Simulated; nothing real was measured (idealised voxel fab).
The process module presented herein is designated voxel gate over fins.
cross-section cut | 275 nm wide | cells 5 nm
Square cells in a grid make up a cross-section in this document, and the grid is given as bands, listed from the top down, each one or more rows of cells. The entry gives the band's vertical extent as a top height and a bottom height in nm, then its horizontal make-up as materials from left to right, each with a width in nm. "air" stands for empty space; a single material marked "edge to edge" fills the band edge to edge. A quick word on heights: they are counted from 0, and under that level the wafer as it came to us is one material throughout. The lowest band is different from the rest in having no bottom; it simply continues downward, written as in "z 0 and below". A width given as "30..40" starts at the first number in the band's top row and ends at the second number in its bottom row, shifting by an equal amount at every step from row to row. No cell of the cross-section changed in a step that is given as "nothing was modified". "Closed void table": sealed empty spaces, 8 cells or more, no open way to top, listed width x height at distance, with distance from the left edge and width, height and distance in nm. Text after the settings on a step's line: the simulator's own remark on that step. overlay nm: mask right of planned place by this much (step with mask). Neg. = left.

List of planned process steps:
1) RECEIVE | material Si
2) CONFORMAL_DEP | material SiN | thk nm 10
3) PATTERN | tone cover | mask id FINS | material resist | width nm 15 | pitch nm 50 | thk nm 15 | overlay nm 0
4) DIRECTIONAL_ETCH | etch materials SiN | depth nm 10
5) DIRECTIONAL_ETCH | etch materials Si | depth nm 40
6) STRIP | etch materials resist
7) OXIDIZE | depth nm 5
8) FILL_DEP | material SiO2 | thk nm 5
9) CMP | height nm 10
10) DIRECTIONAL_DEP | material aC | thk nm 10
11) PATTERN | tone open | mask id RAIL | material resist | width nm 15 | thk nm 30 | overlay nm 0
12) DIRECTIONAL_ETCH | etch materials aC | depth nm 10
13) STRIP | etch materials resist
14) DIRECTIONAL_ETCH | etch materials SiO2 | depth nm 45
15) STRIP | etch materials aC
16) CONFORMAL_DEP | material TiN | thk nm 5
17) FILL_DEP | material Ru | thk nm 5
18) CMP | height nm 10
19) SELECTIVE_ETCH | etch materials W Ru TiN | depth nm 30
20) FILL_DEP | material SiO2 | thk nm 5
21) CMP | height nm 10
22) SELECTIVE_ETCH | etch materials SiO2 | depth nm 20
23) STRIP | etch materials SiN
24) CONFORMAL_DEP | material HfO2 | thk nm 5
25) CONFORMAL_DEP | material TiN | thk nm 5
26) CONFORMAL_DEP | material TiAl | thk nm 5
27) CONFORMAL_DEP | material TiN | thk nm 5
28) FILL_DEP | material W | thk nm 15
29) CMP | height nm 30
30) CONFORMAL_DEP | material SiCN | thk nm 5

Cross-section of the incoming wafer, state after step 1:
* z 0 and below = Si edge to edge
* Closed void table: none

first wafer at the end, as planned:
* z 35 to 30 = SiCN edge to edge
* z 30 to 20 = W edge to edge
* z 20 to 15 = W 40  TiN 45  W 5  TiN 45  W 5  TiN 45  W 5  TiN 45  W 40
* z 15 to 10 = W 40  TiN 5  TiAl 35  TiN 5  W 5  TiN 5  TiAl 35  TiN 5  W 5  TiN 5  TiAl 35  TiN 5  W 5  TiN 5  TiAl 35  TiN 5  W 40
* z 10 to 5 = TiN 45  TiAl 5  TiN 25  TiAl 5  TiN 15  TiAl 5  TiN 25  TiAl 5  TiN 15  TiAl 5  TiN 25  TiAl 5  TiN 15  TiAl 5  TiN 25  TiAl 5  TiN 45
* z 5 to 0 = TiAl 50  TiN 5  HfO2 15  TiN 5  TiAl 25  TiN 5  HfO2 15  TiN 5  TiAl 25  TiN 5  HfO2 15  TiN 5  TiAl 25  TiN 5  HfO2 15  TiN 5  TiAl 50
* z 0 to -5 = TiN 55  HfO2 5  Si 5  HfO2 5  TiN 35  HfO2 5  Si 5  HfO2 5  TiN 35  HfO2 5  Si 5  HfO2 5  TiN 35  HfO2 5  Si 5  HfO2 5  TiN 55
* z -5 to -10 = HfO2 60  Si 5  HfO2 45  Si 5  HfO2 45  Si 5  HfO2 45  Si 5  HfO2 60
* z -10 to -20 = SiO2 60  Si 5  SiO2 45  Si 5  SiO2 45  Si 5  SiO2 45  Si 5  SiO2 60
* z -20 to -30 = SiO2 60  Si 5  SiO2 15  TiN 5  Ru 5  TiN 5  SiO2 15  Si 5  SiO2 45  Si 5  SiO2 45  Si 5  SiO2 60
* z -30 to -35 = SiO2 60  Si 5  SiO2 15  TiN 15  SiO2 15  Si 5  SiO2 45  Si 5  SiO2 45  Si 5  SiO2 60
* z -35 to -45 = SiO2 60  Si 5  SiO2 45  Si 5  SiO2 45  Si 5  SiO2 45  Si 5  SiO2 60
* z -45 and below = Si edge to edge
* Closed void table: none

Cross-section at end of module for the second wafer of two, which matched the first in starting point and plan and differed by one mistake in its processing:
* z 35 to 30 = SiCN edge to edge
* z 30 to 20 = W edge to edge
* z 20 to 15 = W 40  TiN 45  W 5  TiN 45  W 5  TiN 45  W 5  TiN 45  W 40
* z 15 to 10 = W 40  TiN 5  TiAl 35  TiN 5  W 5  TiN 5  TiAl 35  TiN 5  W 5  TiN 5  TiAl 35  TiN 5  W 5  TiN 5  TiAl 35  TiN 5  W 40
* z 10 to 5 = W 40  TiN 5  TiAl 5  TiN 25  TiAl 5  TiN 5  W 5  TiN 5  TiAl 5  TiN 25  TiAl 5  TiN 5  W 5  TiN 5  TiAl 5  TiN 25  TiAl 5  TiN 5  W 5  TiN 5  TiAl 5  TiN 25  TiAl 5  TiN 5  W 40
* z 5 to 0 = W 40  TiN 5  TiAl 5  TiN 5  HfO2 15  TiN 5  TiAl 5  TiN 5  W 5  TiN 5  TiAl 5  TiN 5  HfO2 15  TiN 5  TiAl 5  TiN 5  W 5  TiN 5  TiAl 5  TiN 5  HfO2 15  TiN 5  TiAl 5  TiN 5  W 5  TiN 5  TiAl 5  TiN 5  HfO2 15  TiN 5  TiAl 5  TiN 5  W 40
* z 0 to -5 = W 40  TiN 5  TiAl 5  TiN 5  HfO2 5  Si 5  HfO2 5  TiN 5  TiAl 5  TiN 15  TiAl 5  TiN 5  HfO2 5  Si 5  HfO2 5  TiN 5  TiAl 5  TiN 5  W 5  TiN 5  TiAl 5  TiN 5  HfO2 5  Si 5  HfO2 5  TiN 5  TiAl 5  TiN 5  W 5  TiN 5  TiAl 5  TiN 5  HfO2 5  Si 5  HfO2 5  TiN 5  TiAl 5  TiN 5  W 40
* z -5 to -10 = W 40  TiN 5  TiAl 5  TiN 5  HfO2 5  Si 5  HfO2 5  TiN 5  TiAl 25  TiN 5  HfO2 5  Si 5  HfO2 5  TiN 5  TiAl 5  TiN 5  W 5  TiN 5  TiAl 5  TiN 5  HfO2 5  Si 5  HfO2 5  TiN 5  TiAl 5  TiN 5  W 5  TiN 5  TiAl 5  TiN 5  HfO2 5  Si 5  HfO2 5  TiN 5  TiAl 5  TiN 5  W 40
* z -10 to -15 = TiN 45  TiAl 5  TiN 5  HfO2 5  Si 5  HfO2 5  TiN 35  HfO2 5  Si 5  HfO2 5  TiN 5  TiAl 5  TiN 15  TiAl 5  TiN 5  HfO2 5  Si 5  HfO2 5  TiN 5  TiAl 5  TiN 15  TiAl 5  TiN 5  HfO2 5  Si 5  HfO2 5  TiN 5  TiAl 5  TiN 45
* z -15 to -20 = TiAl 50  TiN 5  HfO2 5  Si 5  HfO2 5  TiN 5  HfO2 25  TiN 5  HfO2 5  Si 5  HfO2 5  TiN 5  TiAl 25  TiN 5  HfO2 5  Si 5  HfO2 5  TiN 5  TiAl 25  TiN 5  HfO2 5  Si 5  HfO2 5  TiN 5  TiAl 50
* z -20 to -25 = TiN 55  HfO2 5  Si 5  HfO2 5  TiN 5  HfO2 5  TiN 5  Ru 5  TiN 5  HfO2 5  TiN 5  HfO2 5  Si 5  HfO2 5  TiN 35  HfO2 5  Si 5  HfO2 5  TiN 35  HfO2 5  Si 5  HfO2 5  TiN 55
* z -25 to -30 = HfO2 60  Si 5  HfO2 15  TiN 5  Ru 5  TiN 5  HfO2 15  Si 5  HfO2 45  Si 5  HfO2 45  Si 5  HfO2 60
* z -30 to -35 = SiO2 60  Si 5  SiO2 15  TiN 15  SiO2 15  Si 5  SiO2 45  Si 5  SiO2 45  Si 5  SiO2 60
* z -35 to -45 = SiO2 60  Si 5  SiO2 45  Si 5  SiO2 45  Si 5  SiO2 45  Si 5  SiO2 60
* z -45 and below = Si edge to edge
* Closed void table: none
Want to know what went wrong? yeah, plan step 22 got run twice
End check, counted in cells, second wafer has more or fewer of these materials than the first: +36 HfO2, -198 SiO2, +28 TiAl, +60 TiN, +74 W
